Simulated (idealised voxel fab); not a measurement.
process module | voxel wiring stack
cross-section cut | 260 nm wide | cells 5 nm
A cross-section is a grid of square cells, given in bands from the top down. A band is one or more rows of cells.
Each band's line starts with the height of the band's top and of its bottom, in nm. Then come its materials from left to right, each with its width in nm. One material with "throughout" fills the band from edge to edge. "air" is empty space.
Height 0 is the level under which the wafer as received is all one material. The lowest band goes on downwards, as in "0 down".
A width such as "30 to 40" changes by the same amount from each row of cells to the next, from the band's top row to its bottom row.
"no change" after a step means that no cell of the cross-section changed.
closed voids: empty space of 8 cells or more with no open way to the top, each as width x height at its distance from the left edge, in nm
after a step's settings: what the simulator itself notes on the step
overlay nm, on a step with a mask: how far to the right of its planned place the mask lay; to the left if negative
plan
1 op RECEIVE | material Si
2 op CONFORMAL_DEP | material SiO2 | thk nm 10
3 op DIRECTIONAL_DEP | material TiN | thk nm 5
4 op DIRECTIONAL_DEP | material W | thk nm 25
5 op MASKED_ETCH | tone cover | mask id METAL_1 | width nm 20 | pitch nm 50 | etch materials W | depth nm 25 | overlay nm 0
6 op MASKED_ETCH | tone cover | mask id METAL_1 | width nm 20 | pitch nm 50 | etch materials TiN | depth nm 5 | overlay nm 0
7 op CONFORMAL_DEP | material SiN | thk nm 5
8 op FILL_DEP | material lowk | thk nm 10
9 op CMP | height nm 40
10 op CONFORMAL_DEP | material SiCN | thk nm 5
11 op DIRECTIONAL_DEP | material lowk | thk nm 15
12 op MASKED_ETCH | tone open | mask id PLUG_1 | width nm 15 | pitch nm 100 | etch materials lowk | depth nm 15 | overlay nm 0
13 op MASKED_ETCH | tone open | mask id PLUG_1 | width nm 15 | pitch nm 100 | etch materials SiCN | depth nm 5 | overlay nm 0
14 op CONFORMAL_DEP | material TiN | thk nm 5
15 op FILL_DEP | material Cu | thk nm 5
16 op CMP | height nm 60
17 op CONFORMAL_DEP | material SiCN | thk nm 5
18 op DIRECTIONAL_DEP | material SiO2 | thk nm 25
19 op DIRECTIONAL_DEP | material aC | thk nm 15
20 op PATTERN | tone open | mask id METAL_2 | material resist | width nm 20 | pitch nm 50 | thk nm 30 | overlay nm 0
21 op DIRECTIONAL_ETCH | etch materials aC | depth nm 15
22 op STRIP | etch materials resist
23 op DIRECTIONAL_ETCH | etch materials SiO2 | depth nm 25
24 op DIRECTIONAL_ETCH | etch materials SiCN | depth nm 5
25 op STRIP | etch materials aC
26 op CONFORMAL_DEP | material TiN | thk nm 5
27 op FILL_DEP | material Ru | thk nm 10
28 op CMP | height nm 90
29 op CONFORMAL_DEP | material SiCN | thk nm 5
30 op DIRECTIONAL_DEP | material SiO2 | thk nm 20
31 op MASKED_ETCH | tone open | mask id PLUG_2 | width nm 15 | pitch nm 50 | etch materials SiO2 | depth nm 20 | overlay nm 0
32 op MASKED_ETCH | tone open | mask id PLUG_2 | width nm 15 | pitch nm 50 | etch materials SiCN | depth nm 5 | overlay nm 0
33 op CONFORMAL_DEP | material TiN | thk nm 5
34 op FILL_DEP | material W | thk nm 5
35 op CMP | height nm 115
36 op CONFORMAL_DEP | material SiCN | thk nm 5
37 op DIRECTIONAL_DEP | material SiO2 | thk nm 20
38 op PATTERN | tone open | mask id METAL_3 | material resist | width nm 20 | pitch nm 50 | thk nm 15 | overlay nm 0
39 op DIRECTIONAL_ETCH | etch materials SiO2 | depth nm 20
40 op DIRECTIONAL_ETCH | etch materials SiCN | depth nm 5
41 op STRIP | etch materials resist
42 op CONFORMAL_DEP | material TiN | thk nm 5
43 op FILL_DEP | material Ru | thk nm 5
44 op CMP | height nm 140
45 op EPI | material Ru | thk nm 5
46 op FILL_DEP | material SiCN | thk nm 5
as received, after step 1
  0 down: Si throughout
  closed voids: none
a wafer at the end: this start, this plan, one mistake
  150 to 145: SiCN throughout
  145 to 140: SiCN 65 | Ru 30 | SiCN 20 | Ru 30 | SiCN 20 | Ru 30 | SiCN 65
  140 to 120: SiO2 70 | TiN 5 | Ru 10 | TiN 5 | SiO2 30 | TiN 5 | Ru 10 | TiN 5 | SiO2 30 | TiN 5 | Ru 10 | TiN 5 | SiO2 70
  120 to 115: SiCN 70 | TiN 20 | SiCN 30 | TiN 20 | SiCN 30 | TiN 20 | SiCN 70
  115 to 95: SiO2 70 | TiN 5 | W 5 | TiN 5 | SiO2 35 | TiN 5 | W 5 | TiN 5 | SiO2 35 | TiN 5 | W 5 | TiN 5 | SiO2 75
  95 to 90: SiCN 70 | TiN 15 | SiCN 35 | TiN 15 | SiCN 35 | TiN 15 | SiCN 75
  90 to 65: SiO2 70 | TiN 5 | Ru 10 | TiN 5 | SiO2 30 | TiN 5 | Ru 10 | TiN 5 | SiO2 30 | TiN 5 | Ru 10 | TiN 5 | SiO2 70
  65 to 60: SiCN 70 | TiN 20 | SiCN 30 | TiN 20 | SiCN 30 | TiN 20 | SiCN 70
  60 to 45: lowk 70 | TiN 5 | Cu 5 | TiN 5 | lowk 85 | TiN 5 | Cu 5 | TiN 5 | lowk 75
  45 to 40: SiCN 70 | TiN 15 | SiCN 85 | TiN 15 | SiCN 75
  40 to 20: lowk 65 | SiN 5 | W 20 | SiN 5 | lowk 20 | SiN 5 | W 20 | SiN 5 | lowk 20 | SiN 5 | W 20 | SiN 5 | lowk 65
  20 to 15: SiN 70 | W 20 | SiN 30 | W 20 | SiN 30 | W 20 | SiN 70
  15 to 5: SiO2 throughout
  5 to 0: TiN throughout
  0 down: Si throughout
  closed voids: none
what went wrong: steps 2 and 3 were swapped
